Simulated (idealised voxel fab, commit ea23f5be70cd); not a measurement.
process module | voxel spacer lines
This is section cut - it's 180 nm across, gridded in 5 nm square cells.
The cross-sections in this document take the form of a grid made of square cells. They are written out as bands, in order from top to bottom. Each band consists of one or more rows of cells. Look at the band entry: it leads with the top's height and the bottom's height in nm. Then it lists the materials left to right, with a width in nm for each. The word "everywhere" on a single material says that material fills the band edge to edge. The word "empty" is empty space. For the purposes of this specification, 0 denotes the height below which the wafer in its as-received condition is composed wholly of one material, and the lowermost band, lacking a lower limit, extends downward without end, as expressed in "0 nm and below". A width given as "30 to 40" starts at the first number in the band's top row and ends at the second number in its bottom row, shifting by an equal amount at every step from row to row. Where the words "remained the same" appear for a step, the cross-section shows no cell changed by that step; every cell remained as before. "Sealed cavities" contains a list of empty spaces, each no smaller than 8 cells and without an open way to the top, written in the form width x height at distance with the distance from the left edge and all three in nm. Read whatever lies past the settings on a step's line as the simulator's own remark about the step. overlay nm: mask offset rightward from planned place, masked step; negative means leftward offset. In what follows, pairs of cross-sections are presented, each taken before and after one process step, with the after cross-section shown only down to the lowest band that was altered; the step, together with its settings, is stated below the pair. The pairs may stem from different runs of this module on the same starting wafer; accordingly, a pair should be taken as continuing from the one above it solely where its entry headed "Pre-process" indicates as much.

# Pre-process
	0 nm and below = Si everywhere
	Sealed cavities: none

# Resulting Structure
	5 nm to 0 nm = Al2O3 everywhere
	Below a height of 0, the structure has not been altered.
	Sealed cavities: none
Between the two cross-sections shown above lies CONFORMAL_DEP [material Al2O3] [thk nm 5]

Pre-process: it's just the after picture from the pair right above this one.

# Resulting Structure
	15 nm to 5 nm = W everywhere
	Below a height of 5, the structure has not been altered.
	Sealed cavities: none
Between the two cross-sections shown above lies DIRECTIONAL_DEP [material W] [thk nm 10]

Pre-process: it's just the after picture from the pair right above this one.

# Resulting Structure
	45 nm to 15 nm = aC everywhere
	Below a height of 15, the structure has not been altered.
	Sealed cavities: none
Between the two cross-sections shown above lies DIRECTIONAL_DEP [material aC] [thk nm 30]

Pre-process: it's just the after picture from the pair right above this one.

# Resulting Structure
	80 nm to 45 nm = empty: 30  resist: 15  empty: 35  resist: 15  empty: 35  resist: 15  empty: 35
	Below a height of 45, the structure has not been altered.
	Sealed cavities: none
Between the two cross-sections shown above lies PATTERN [tone cover] [mask id MANDREL] [material resist] [width nm 15] [pitch nm 50] [thk nm 35] [overlay nm 0]

Pre-process: it's just the after picture from the pair right above this one.

# Resulting Structure
	50 nm to 45 nm = empty: 30  resist: 15  empty: 35  resist: 15  empty: 35  resist: 15  empty: 35
	45 nm to 15 nm = empty: 30  aC: 15  empty: 35  aC: 15  empty: 35  aC: 15  empty: 35
	Below a height of 15, the structure has not been altered.
	Sealed cavities: none
Between the two cross-sections shown above lies DIRECTIONAL_ETCH [etch materials aC] [depth nm 30]

Pre-process: it's just the after picture from the pair right above this one.

# Resulting Structure
	45 nm to 15 nm = empty: 30  aC: 15  empty: 35  aC: 15  empty: 35  aC: 15  empty: 35
	Below a height of 15, the structure has not been altered.
	Sealed cavities: none
Between the two cross-sections shown above lies STRIP [etch materials resist]

Pre-process: it's just the after picture from the pair right above this one.

# Resulting Structure
	55 nm to 45 nm = empty: 20  SiO2: 35  empty: 15  SiO2: 35  empty: 15  SiO2: 35  empty: 25
	45 nm to 25 nm = empty: 20  SiO2: 10  aC: 15  SiO2: 10  empty: 15  SiO2: 10  aC: 15  SiO2: 10  empty: 15  SiO2: 10  aC: 15  SiO2: 10  empty: 25
	25 nm to 15 nm = SiO2: 30  aC: 15  SiO2: 35  aC: 15  SiO2: 35  aC: 15  SiO2: 35
	Below a height of 15, the structure has not been altered.
	Sealed cavities: none
Between the two cross-sections shown above lies CONFORMAL_DEP [material SiO2] [thk nm 10]

Pre-process: it's just the after picture from the pair right above this one.

# Resulting Structure
	45 nm to 15 nm = empty: 20  SiO2: 10  aC: 15  SiO2: 10  empty: 15  SiO2: 10  aC: 15  SiO2: 10  empty: 15  SiO2: 10  aC: 15  SiO2: 10  empty: 25
	Below a height of 15, the structure has not been altered.
	Sealed cavities: none
Between the two cross-sections shown above lies DIRECTIONAL_ETCH [etch materials SiO2] [depth nm 10]

Pre-process: it's just the after picture from the pair right above this one.

# Resulting Structure
	45 nm to 15 nm = empty: 20  SiO2: 10  empty: 15  SiO2: 10  empty: 15  SiO2: 10  empty: 15  SiO2: 10  empty: 15  SiO2: 10  empty: 15  SiO2: 10  empty: 25
	Below a height of 15, the structure has not been altered.
	Sealed cavities: none
Between the two cross-sections shown above lies STRIP [etch materials aC]

Pre-process: it's just the after picture from the pair right above this one.

# Resulting Structure
	45 nm to 15 nm = empty: 20  SiO2: 10  empty: 15  SiO2: 10  empty: 15  SiO2: 10  empty: 15  SiO2: 10  empty: 15  SiO2: 10  empty: 15  SiO2: 10  empty: 25
	15 nm to 5 nm = empty: 20  W: 10  empty: 15  W: 10  empty: 15  W: 10  empty: 15  W: 10  empty: 15  W: 10  empty: 15  W: 10  empty: 25
	Below a height of 5, the structure has not been altered.
	Sealed cavities: none
Between the two cross-sections shown above lies DIRECTIONAL_ETCH [etch materials W] [depth nm 10]

Pre-process: it's just the after picture from the pair right above this one.

# Resulting Structure
	15 nm to 5 nm = empty: 20  W: 10  empty: 15  W: 10  empty: 15  W: 10  empty: 15  W: 10  empty: 15  W: 10  empty: 15  W: 10  empty: 25
	Below a height of 5, the structure has not been altered.
	Sealed cavities: none
Between the two cross-sections shown above lies STRIP [etch materials SiO2]

Pre-process: it's just the after picture from the pair right above this one.

# Resulting Structure
	25 nm to 15 nm = lowk everywhere
	15 nm to 5 nm = lowk: 20  W: 10  lowk: 15  W: 10  lowk: 15  W: 10  lowk: 15  W: 10  lowk: 15  W: 10  lowk: 15  W: 10  lowk: 25
	Below a height of 5, the structure has not been altered.
	Sealed cavities: none
Between the two cross-sections shown above lies FILL_DEP [material lowk] [thk nm 10]

Pre-process: it's just the after picture from the pair right above this one.

# Resulting Structure
	15 nm to 5 nm = lowk: 20  W: 10  lowk: 15  W: 10  lowk: 15  W: 10  lowk: 15  W: 10  lowk: 15  W: 10  lowk: 15  W: 10  lowk: 25
	Below a height of 5, the structure has not been altered.
	Sealed cavities: none
Between the two cross-sections shown above lies CMP [height nm 15]

# Pre-process
	0 nm and below = Si everywhere
	Sealed cavities: none

# Resulting Structure
	10 nm to 0 nm = W everywhere
	Below a height of 0, the structure has not been altered.
	Sealed cavities: none
Between the two cross-sections shown above lies DIRECTIONAL_DEP [material W] [thk nm 10]

Pre-process: it's just the after picture from the pair right above this one.

# Resulting Structure
	40 nm to 10 nm = aC everywhere
	Below a height of 10, the structure has not been altered.
	Sealed cavities: none
Between the two cross-sections shown above lies DIRECTIONAL_DEP [material aC] [thk nm 30]

Pre-process: it's just the after picture from the pair right above this one.

# Resulting Structure
	75 nm to 40 nm = empty: 30  resist: 15  empty: 35  resist: 15  empty: 35  resist: 15  empty: 35
	Below a height of 40, the structure has not been altered.
	Sealed cavities: none
Between the two cross-sections shown above lies PATTERN [tone cover] [mask id MANDREL] [material resist] [width nm 15] [pitch nm 50] [thk nm 35] [overlay nm 0]

Pre-process: it's just the after picture from the pair right above this one.

# Resulting Structure
	45 nm to 40 nm = empty: 30  resist: 15  empty: 35  resist: 15  empty: 35  resist: 15  empty: 35
	40 nm to 10 nm = empty: 30  aC: 15  empty: 35  aC: 15  empty: 35  aC: 15  empty: 35
	Below a height of 10, the structure has not been altered.
	Sealed cavities: none
Between the two cross-sections shown above lies DIRECTIONAL_ETCH [etch materials aC] [depth nm 30]

Pre-process: it's just the after picture from the pair right above this one.

# Resulting Structure
	40 nm to 10 nm = empty: 30  aC: 15  empty: 35  aC: 15  empty: 35  aC: 15  empty: 35
	Below a height of 10, the structure has not been altered.
	Sealed cavities: none
Between the two cross-sections shown above lies STRIP [etch materials resist]

Pre-process: it's just the after picture from the pair right above this one.

# Resulting Structure
	50 nm to 40 nm = empty: 20  SiO2: 35  empty: 15  SiO2: 35  empty: 15  SiO2: 35  empty: 25
	40 nm to 20 nm = empty: 20  SiO2: 10  aC: 15  SiO2: 10  empty: 15  SiO2: 10  aC: 15  SiO2: 10  empty: 15  SiO2: 10  aC: 15  SiO2: 10  empty: 25
	20 nm to 10 nm = SiO2: 30  aC: 15  SiO2: 35  aC: 15  SiO2: 35  aC: 15  SiO2: 35
	Below a height of 10, the structure has not been altered.
	Sealed cavities: none
Between the two cross-sections shown above lies CONFORMAL_DEP [material SiO2] [thk nm 10]

Pre-process: it's just the after picture from the pair right above this one.

# Resulting Structure
	40 nm to 10 nm = empty: 20  SiO2: 10  aC: 15  SiO2: 10  empty: 15  SiO2: 10  aC: 15  SiO2: 10  empty: 15  SiO2: 10  aC: 15  SiO2: 10  empty: 25
	Below a height of 10, the structure has not been altered.
	Sealed cavities: none
Between the two cross-sections shown above lies DIRECTIONAL_ETCH [etch materials SiO2] [depth nm 10]

Pre-process: it's just the after picture from the pair right above this one.

# Resulting Structure
	40 nm to 10 nm = empty: 20  SiO2: 10  empty: 15  SiO2: 10  empty: 15  SiO2: 10  empty: 15  SiO2: 10  empty: 15  SiO2: 10  empty: 15  SiO2: 10  empty: 25
	Below a height of 10, the structure has not been altered.
	Sealed cavities: none
Between the two cross-sections shown above lies STRIP [etch materials aC]

Pre-process: it's just the after picture from the pair right above this one.

# Resulting Structure
	40 nm to 10 nm = empty: 20  SiO2: 10  empty: 15  SiO2: 10  empty: 15  SiO2: 10  empty: 15  SiO2: 10  empty: 15  SiO2: 10  empty: 15  SiO2: 10  empty: 25
	10 nm to 0 nm = empty: 20  W: 10  empty: 15  W: 10  empty: 15  W: 10  empty: 15  W: 10  empty: 15  W: 10  empty: 15  W: 10  empty: 25
	Below a height of 0, the structure has not been altered.
	Sealed cavities: none
Between the two cross-sections shown above lies DIRECTIONAL_ETCH [etch materials W] [depth nm 10]

Pre-process: it's just the after picture from the pair right above this one.

# Resulting Structure
	10 nm to 0 nm = empty: 20  W: 10  empty: 15  W: 10  empty: 15  W: 10  empty: 15  W: 10  empty: 15  W: 10  empty: 15  W: 10  empty: 25
	Below a height of 0, the structure has not been altered.
	Sealed cavities: none
Between the two cross-sections shown above lies STRIP [etch materials SiO2]

Pre-process: it's just the after picture from the pair right above this one.

# Resulting Structure
	20 nm to 10 nm = lowk everywhere
	10 nm to 0 nm = lowk: 20  W: 10  lowk: 15  W: 10  lowk: 15  W: 10  lowk: 15  W: 10  lowk: 15  W: 10  lowk: 15  W: 10  lowk: 25
	Below a height of 0, the structure has not been altered.
	Sealed cavities: none
Between the two cross-sections shown above lies FILL_DEP [material lowk] [thk nm 10]

Pre-process: it's just the after picture from the pair right above this one.

# Resulting Structure
	15 nm to 10 nm = lowk everywhere
	Below a height of 10, the structure has not been altered.
	Sealed cavities: none
Between the two cross-sections shown above lies CMP [height nm 15]

# Pre-process
	25 nm to 15 nm = lowk everywhere
	15 nm to 5 nm = lowk: 20  W: 10  lowk: 15  W: 10  lowk: 15  W: 10  lowk: 15  W: 10  lowk: 15  W: 10  lowk: 15  W: 10  lowk: 25
	5 nm to 0 nm = Al2O3 everywhere
	0 nm and below = Si everywhere
	Sealed cavities: none

# Resulting Structure
	35 nm to 15 nm = lowk everywhere
	Below a height of 15, the structure has not been altered.
	Sealed cavities: none
Between the two cross-sections shown above lies FILL_DEP [material lowk] [thk nm 10]

Pre-process: it's just the after picture from the pair right above this one.

# Resulting Structure
	15 nm to 5 nm = lowk: 20  W: 10  lowk: 15  W: 10  lowk: 15  W: 10  lowk: 15  W: 10  lowk: 15  W: 10  lowk: 15  W: 10  lowk: 25
	Below a height of 5, the structure has not been altered.
	Sealed cavities: none
Between the two cross-sections shown above lies CMP [height nm 15]

# Pre-process
	5 nm to 0 nm = Al2O3 everywhere
	0 nm and below = Si everywhere
	Sealed cavities: none

# Resulting Structure
	35 nm to 5 nm = aC everywhere
	Below a height of 5, the structure has not been altered.
	Sealed cavities: none
Between the two cross-sections shown above lies DIRECTIONAL_DEP [material aC] [thk nm 30]

Pre-process: it's just the after picture from the pair right above this one.

# Resulting Structure
	45 nm to 35 nm = W everywhere
	Below a height of 35, the structure has not been altered.
	Sealed cavities: none
Between the two cross-sections shown above lies DIRECTIONAL_DEP [material W] [thk nm 10]

Pre-process: it's just the after picture from the pair right above this one.

# Resulting Structure
	80 nm to 45 nm = empty: 30  resist: 15  empty: 35  resist: 15  empty: 35  resist: 15  empty: 35
	Below a height of 45, the structure has not been altered.
	Sealed cavities: none
Between the two cross-sections shown above lies PATTERN [tone cover] [mask id MANDREL] [material resist] [width nm 15] [pitch nm 50] [thk nm 35] [overlay nm 0]

Pre-process: it's just the after picture from the pair right above this one.

# Resulting Structure
	50 nm to 45 nm = empty: 30  resist: 15  empty: 35  resist: 15  empty: 35  resist: 15  empty: 35
	Below a height of 45, the structure has not been altered.
	Sealed cavities: none
Between the two cross-sections shown above lies DIRECTIONAL_ETCH [etch materials aC] [depth nm 30]

Pre-process: it's just the after picture from the pair right above this one.

# Resulting Structure
	45 nm to 35 nm = W everywhere
	Below a height of 35, the structure has not been altered.
	Sealed cavities: none
Between the two cross-sections shown above lies STRIP [etch materials resist]

Pre-process: it's just the after picture from the pair right above this one.

# Resulting Structure
	55 nm to 45 nm = SiO2 everywhere
	Below a height of 45, the structure has not been altered.
	Sealed cavities: none
Between the two cross-sections shown above lies CONFORMAL_DEP [material SiO2] [thk nm 10]

Pre-process: it's just the after picture from the pair right above this one.

# Resulting Structure
	45 nm to 35 nm = W everywhere
	Below a height of 35, the structure has not been altered.
	Sealed cavities: none
Between the two cross-sections shown above lies DIRECTIONAL_ETCH [etch materials SiO2] [depth nm 10]

Pre-process: it's just the after picture from the pair right above this one.

# Resulting Structure
	35 nm to 5 nm = aC everywhere
	Below a height of 5, the structure has not been altered.
	Sealed cavities: none
Between the two cross-sections shown above lies DIRECTIONAL_ETCH [etch materials W] [depth nm 10]

Pre-process: it's just the after picture from the pair right above this one.

# Resulting Structure
	45 nm to 35 nm = lowk everywhere
	Below a height of 35, the structure has not been altered.
	Sealed cavities: none
Between the two cross-sections shown above lies FILL_DEP [material lowk] [thk nm 10]

Pre-process: it's just the after picture from the pair right above this one.

# Resulting Structure
	15 nm to 5 nm = aC everywhere
	Below a height of 5, the structure has not been altered.
	Sealed cavities: none
Between the two cross-sections shown above lies CMP [height nm 15]

# Pre-process
	25 nm to 15 nm = lowk everywhere
	15 nm to 5 nm = lowk: 20  W: 10  lowk: 15  W: 10  lowk: 15  W: 10  lowk: 15  W: 10  lowk: 15  W: 10  lowk: 15  W: 10  lowk: 25
	5 nm to 0 nm = Al2O3 everywhere
	0 nm and below = Si everywhere
	Sealed cavities: none

# Resulting Structure
	5 nm to 0 nm = Al2O3 everywhere
	Below a height of 0, the structure has not been altered.
	Sealed cavities: none
Between the two cross-sections shown above lies CMP [height nm 5]

# Pre-process
	45 nm to 15 nm = aC everywhere
	15 nm to 5 nm = W everywhere
	5 nm to 0 nm = Al2O3 everywhere
	0 nm and below = Si everywhere
	Sealed cavities: none

# Resulting Structure
	80 nm to 45 nm = empty: 25  resist: 25  empty: 25  resist: 25  empty: 25  resist: 25  empty: 30
	Below a height of 45, the structure has not been altered.
	Sealed cavities: none
Between the two cross-sections shown above lies PATTERN [tone cover] [mask id MANDREL] [material resist] [width nm 25] [pitch nm 50] [thk nm 35] [overlay nm 0]

Pre-process: it's just the after picture from the pair right above this one.

# Resulting Structure
	50 nm to 45 nm = empty: 25  resist: 25  empty: 25  resist: 25  empty: 25  resist: 25  empty: 30
	45 nm to 15 nm = empty: 25  aC: 25  empty: 25  aC: 25  empty: 25  aC: 25  empty: 30
	Below a height of 15, the structure has not been altered.
	Sealed cavities: none
Between the two cross-sections shown above lies DIRECTIONAL_ETCH [etch materials aC] [depth nm 30]

Pre-process: it's just the after picture from the pair right above this one.

# Resulting Structure
	45 nm to 15 nm = empty: 25  aC: 25  empty: 25  aC: 25  empty: 25  aC: 25  empty: 30
	Below a height of 15, the structure has not been altered.
	Sealed cavities: none
Between the two cross-sections shown above lies STRIP [etch materials resist]

Pre-process: it's just the after picture from the pair right above this one.

# Resulting Structure
	55 nm to 45 nm = empty: 15  SiO2: 45  empty: 5  SiO2: 45  empty: 5  SiO2: 45  empty: 20
	45 nm to 25 nm = empty: 15  SiO2: 10  aC: 25  SiO2: 10  empty: 5  SiO2: 10  aC: 25  SiO2: 10  empty: 5  SiO2: 10  aC: 25  SiO2: 10  empty: 20
	25 nm to 15 nm = SiO2: 25  aC: 25  SiO2: 25  aC: 25  SiO2: 25  aC: 25  SiO2: 30
	Below a height of 15, the structure has not been altered.
	Sealed cavities: none
Between the two cross-sections shown above lies CONFORMAL_DEP [material SiO2] [thk nm 10]

Pre-process: it's just the after picture from the pair right above this one.

# Resulting Structure
	45 nm to 15 nm = empty: 15  SiO2: 10  aC: 25  SiO2: 10  empty: 5  SiO2: 10  aC: 25  SiO2: 10  empty: 5  SiO2: 10  aC: 25  SiO2: 10  empty: 20
	Below a height of 15, the structure has not been altered.
	Sealed cavities: none
Between the two cross-sections shown above lies DIRECTIONAL_ETCH [etch materials SiO2] [depth nm 10]

Pre-process: it's just the after picture from the pair right above this one.

# Resulting Structure
	45 nm to 15 nm = empty: 15  SiO2: 10  empty: 25  SiO2: 10  empty: 5  SiO2: 10  empty: 25  SiO2: 10  empty: 5  SiO2: 10  empty: 25  SiO2: 10  empty: 20
	Below a height of 15, the structure has not been altered.
	Sealed cavities: none
Between the two cross-sections shown above lies STRIP [etch materials aC]

Pre-process: it's just the after picture from the pair right above this one.

# Resulting Structure
	45 nm to 15 nm = empty: 15  SiO2: 10  empty: 25  SiO2: 10  empty: 5  SiO2: 10  empty: 25  SiO2: 10  empty: 5  SiO2: 10  empty: 25  SiO2: 10  empty: 20
	15 nm to 5 nm = empty: 15  W: 10  empty: 25  W: 10  empty: 5  W: 10  empty: 25  W: 10  empty: 5  W: 10  empty: 25  W: 10  empty: 20
	Below a height of 5, the structure has not been altered.
	Sealed cavities: none
Between the two cross-sections shown above lies DIRECTIONAL_ETCH [etch materials W] [depth nm 10]

Pre-process: it's just the after picture from the pair right above this one.

# Resulting Structure
	15 nm to 5 nm = empty: 15  W: 10  empty: 25  W: 10  empty: 5  W: 10  empty: 25  W: 10  empty: 5  W: 10  empty: 25  W: 10  empty: 20
	Below a height of 5, the structure has not been altered.
	Sealed cavities: none
Between the two cross-sections shown above lies STRIP [etch materials SiO2]

Pre-process: it's just the after picture from the pair right above this one.

# Resulting Structure
	25 nm to 15 nm = lowk everywhere
	15 nm to 5 nm = lowk: 15  W: 10  lowk: 25  W: 10  lowk: 5  W: 10  lowk: 25  W: 10  lowk: 5  W: 10  lowk: 25  W: 10  lowk: 20
	Below a height of 5, the structure has not been altered.
	Sealed cavities: none
Between the two cross-sections shown above lies FILL_DEP [material lowk] [thk nm 10]

Pre-process: it's just the after picture from the pair right above this one.

# Resulting Structure
	15 nm to 5 nm = lowk: 15  W: 10  lowk: 25  W: 10  lowk: 5  W: 10  lowk: 25  W: 10  lowk: 5  W: 10  lowk: 25  W: 10  lowk: 20
	Below a height of 5, the structure has not been altered.
	Sealed cavities: none
Between the two cross-sections shown above lies CMP [height nm 15]

# Pre-process
	45 nm to 15 nm = aC everywhere
	15 nm to 5 nm = W everywhere
	5 nm to 0 nm = Al2O3 everywhere
	0 nm and below = Si everywhere
	Sealed cavities: none

# Resulting Structure
	80 nm to 45 nm = empty: 25  resist: 15  empty: 35  resist: 15  empty: 35  resist: 15  empty: 40
	Below a height of 45, the structure has not been altered.
	Sealed cavities: none
Between the two cross-sections shown above lies PATTERN [tone cover] [mask id MANDREL] [material resist] [width nm 15] [pitch nm 50] [thk nm 35] [overlay nm -5]

Pre-process: it's just the after picture from the pair right above this one.

# Resulting Structure
	50 nm to 45 nm = empty: 25  resist: 15  empty: 35  resist: 15  empty: 35  resist: 15  empty: 40
	45 nm to 15 nm = empty: 25  aC: 15  empty: 35  aC: 15  empty: 35  aC: 15  empty: 40
	Below a height of 15, the structure has not been altered.
	Sealed cavities: none
Between the two cross-sections shown above lies DIRECTIONAL_ETCH [etch materials aC] [depth nm 30]

Pre-process: it's just the after picture from the pair right above this one.

# Resulting Structure
	45 nm to 15 nm = empty: 25  aC: 15  empty: 35  aC: 15  empty: 35  aC: 15  empty: 40
	Below a height of 15, the structure has not been altered.
	Sealed cavities: none
Between the two cross-sections shown above lies STRIP [etch materials resist]

Pre-process: it's just the after picture from the pair right above this one.

# Resulting Structure
	55 nm to 45 nm = empty: 15  SiO2: 35  empty: 15  SiO2: 35  empty: 15  SiO2: 35  empty: 30
	45 nm to 25 nm = empty: 15  SiO2: 10  aC: 15  SiO2: 10  empty: 15  SiO2: 10  aC: 15  SiO2: 10  empty: 15  SiO2: 10  aC: 15  SiO2: 10  empty: 30
	25 nm to 15 nm = SiO2: 25  aC: 15  SiO2: 35  aC: 15  SiO2: 35  aC: 15  SiO2: 40
	Below a height of 15, the structure has not been altered.
	Sealed cavities: none
Between the two cross-sections shown above lies CONFORMAL_DEP [material SiO2] [thk nm 10]

Pre-process: it's just the after picture from the pair right above this one.

# Resulting Structure
	45 nm to 15 nm = empty: 15  SiO2: 10  aC: 15  SiO2: 10  empty: 15  SiO2: 10  aC: 15  SiO2: 10  empty: 15  SiO2: 10  aC: 15  SiO2: 10  empty: 30
	Below a height of 15, the structure has not been altered.
	Sealed cavities: none
Between the two cross-sections shown above lies DIRECTIONAL_ETCH [etch materials SiO2] [depth nm 10]

Pre-process: it's just the after picture from the pair right above this one.

# Resulting Structure
	45 nm to 15 nm = empty: 15  SiO2: 10  empty: 15  SiO2: 10  empty: 15  SiO2: 10  empty: 15  SiO2: 10  empty: 15  SiO2: 10  empty: 15  SiO2: 10  empty: 30
	Below a height of 15, the structure has not been altered.
	Sealed cavities: none
Between the two cross-sections shown above lies STRIP [etch materials aC]

Pre-process: it's just the after picture from the pair right above this one.

# Resulting Structure
	45 nm to 15 nm = empty: 15  SiO2: 10  empty: 15  SiO2: 10  empty: 15  SiO2: 10  empty: 15  SiO2: 10  empty: 15  SiO2: 10  empty: 15  SiO2: 10  empty: 30
	15 nm to 5 nm = empty: 15  W: 10  empty: 15  W: 10  empty: 15  W: 10  empty: 15  W: 10  empty: 15  W: 10  empty: 15  W: 10  empty: 30
	Below a height of 5, the structure has not been altered.
	Sealed cavities: none
Between the two cross-sections shown above lies DIRECTIONAL_ETCH [etch materials W] [depth nm 10]

Pre-process: it's just the after picture from the pair right above this one.

# Resulting Structure
	15 nm to 5 nm = empty: 15  W: 10  empty: 15  W: 10  empty: 15  W: 10  empty: 15  W: 10  empty: 15  W: 10  empty: 15  W: 10  empty: 30
	Below a height of 5, the structure has not been altered.
	Sealed cavities: none
Between the two cross-sections shown above lies STRIP [etch materials SiO2]

Pre-process: it's just the after picture from the pair right above this one.

# Resulting Structure
	25 nm to 15 nm = lowk everywhere
	15 nm to 5 nm = lowk: 15  W: 10  lowk: 15  W: 10  lowk: 15  W: 10  lowk: 15  W: 10  lowk: 15  W: 10  lowk: 15  W: 10  lowk: 30
	Below a height of 5, the structure has not been altered.
	Sealed cavities: none
Between the two cross-sections shown above lies FILL_DEP [material lowk] [thk nm 10]

Pre-process: it's just the after picture from the pair right above this one.

# Resulting Structure
	15 nm to 5 nm = lowk: 15  W: 10  lowk: 15  W: 10  lowk: 15  W: 10  lowk: 15  W: 10  lowk: 15  W: 10  lowk: 15  W: 10  lowk: 30
	Below a height of 5, the structure has not been altered.
	Sealed cavities: none
Between the two cross-sections shown above lies CMP [height nm 15]

# Pre-process
	0 nm and below = Si everywhere
	Sealed cavities: none

# Resulting Structure
	5 nm to 0 nm = W everywhere
	Below a height of 0, the structure has not been altered.
	Sealed cavities: none
Between the two cross-sections shown above lies CONFORMAL_DEP [material W] [thk nm 5]

Pre-process: it's just the after picture from the pair right above this one.

# Resulting Structure
	15 nm to 0 nm = W everywhere
	Below a height of 0, the structure has not been altered.
	Sealed cavities: none
Between the two cross-sections shown above lies DIRECTIONAL_DEP [material W] [thk nm 10]

Pre-process: it's just the after picture from the pair right above this one.

# Resulting Structure
	45 nm to 15 nm = aC everywhere
	Below a height of 15, the structure has not been altered.
	Sealed cavities: none
Between the two cross-sections shown above lies DIRECTIONAL_DEP [material aC] [thk nm 30]

Pre-process: it's just the after picture from the pair right above this one.

# Resulting Structure
	80 nm to 45 nm = empty: 30  resist: 15  empty: 35  resist: 15  empty: 35  resist: 15  empty: 35
	Below a height of 45, the structure has not been altered.
	Sealed cavities: none
Between the two cross-sections shown above lies PATTERN [tone cover] [mask id MANDREL] [material resist] [width nm 15] [pitch nm 50] [thk nm 35] [overlay nm 0]

Pre-process: it's just the after picture from the pair right above this one.

# Resulting Structure
	50 nm to 45 nm = empty: 30  resist: 15  empty: 35  resist: 15  empty: 35  resist: 15  empty: 35
	45 nm to 15 nm = empty: 30  aC: 15  empty: 35  aC: 15  empty: 35  aC: 15  empty: 35
	Below a height of 15, the structure has not been altered.
	Sealed cavities: none
Between the two cross-sections shown above lies DIRECTIONAL_ETCH [etch materials aC] [depth nm 30]

Pre-process: it's just the after picture from the pair right above this one.

# Resulting Structure
	45 nm to 15 nm = empty: 30  aC: 15  empty: 35  aC: 15  empty: 35  aC: 15  empty: 35
	Below a height of 15, the structure has not been altered.
	Sealed cavities: none
Between the two cross-sections shown above lies STRIP [etch materials resist]

Pre-process: it's just the after picture from the pair right above this one.

# Resulting Structure
	55 nm to 45 nm = empty: 20  SiO2: 35  empty: 15  SiO2: 35  empty: 15  SiO2: 35  empty: 25
	45 nm to 25 nm = empty: 20  SiO2: 10  aC: 15  SiO2: 10  empty: 15  SiO2: 10  aC: 15  SiO2: 10  empty: 15  SiO2: 10  aC: 15  SiO2: 10  empty: 25
	25 nm to 15 nm = SiO2: 30  aC: 15  SiO2: 35  aC: 15  SiO2: 35  aC: 15  SiO2: 35
	Below a height of 15, the structure has not been altered.
	Sealed cavities: none
Between the two cross-sections shown above lies CONFORMAL_DEP [material SiO2] [thk nm 10]

Pre-process: it's just the after picture from the pair right above this one.

# Resulting Structure
	45 nm to 15 nm = empty: 20  SiO2: 10  aC: 15  SiO2: 10  empty: 15  SiO2: 10  aC: 15  SiO2: 10  empty: 15  SiO2: 10  aC: 15  SiO2: 10  empty: 25
	Below a height of 15, the structure has not been altered.
	Sealed cavities: none
Between the two cross-sections shown above lies DIRECTIONAL_ETCH [etch materials SiO2] [depth nm 10]

Pre-process: it's just the after picture from the pair right above this one.

# Resulting Structure
	45 nm to 15 nm = empty: 20  SiO2: 10  empty: 15  SiO2: 10  empty: 15  SiO2: 10  empty: 15  SiO2: 10  empty: 15  SiO2: 10  empty: 15  SiO2: 10  empty: 25
	Below a height of 15, the structure has not been altered.
	Sealed cavities: none
Between the two cross-sections shown above lies STRIP [etch materials aC]

Pre-process: it's just the after picture from the pair right above this one.

# Resulting Structure
	45 nm to 15 nm = empty: 20  SiO2: 10  empty: 15  SiO2: 10  empty: 15  SiO2: 10  empty: 15  SiO2: 10  empty: 15  SiO2: 10  empty: 15  SiO2: 10  empty: 25
	15 nm to 5 nm = empty: 20  W: 10  empty: 15  W: 10  empty: 15  W: 10  empty: 15  W: 10  empty: 15  W: 10  empty: 15  W: 10  empty: 25
	Below a height of 5, the structure has not been altered.
	Sealed cavities: none
Between the two cross-sections shown above lies DIRECTIONAL_ETCH [etch materials W] [depth nm 10]

Pre-process: it's just the after picture from the pair right above this one.

# Resulting Structure
	15 nm to 5 nm = empty: 20  W: 10  empty: 15  W: 10  empty: 15  W: 10  empty: 15  W: 10  empty: 15  W: 10  empty: 15  W: 10  empty: 25
	Below a height of 5, the structure has not been altered.
	Sealed cavities: none
Between the two cross-sections shown above lies STRIP [etch materials SiO2]

Pre-process: it's just the after picture from the pair right above this one.

# Resulting Structure
	25 nm to 15 nm = lowk everywhere
	15 nm to 5 nm = lowk: 20  W: 10  lowk: 15  W: 10  lowk: 15  W: 10  lowk: 15  W: 10  lowk: 15  W: 10  lowk: 15  W: 10  lowk: 25
	Below a height of 5, the structure has not been altered.
	Sealed cavities: none
Between the two cross-sections shown above lies FILL_DEP [material lowk] [thk nm 10]

Pre-process: it's just the after picture from the pair right above this one.

# Resulting Structure
	15 nm to 5 nm = lowk: 20  W: 10  lowk: 15  W: 10  lowk: 15  W: 10  lowk: 15  W: 10  lowk: 15  W: 10  lowk: 15  W: 10  lowk: 25
	Below a height of 5, the structure has not been altered.
	Sealed cavities: none
Between the two cross-sections shown above lies CMP [height nm 15]
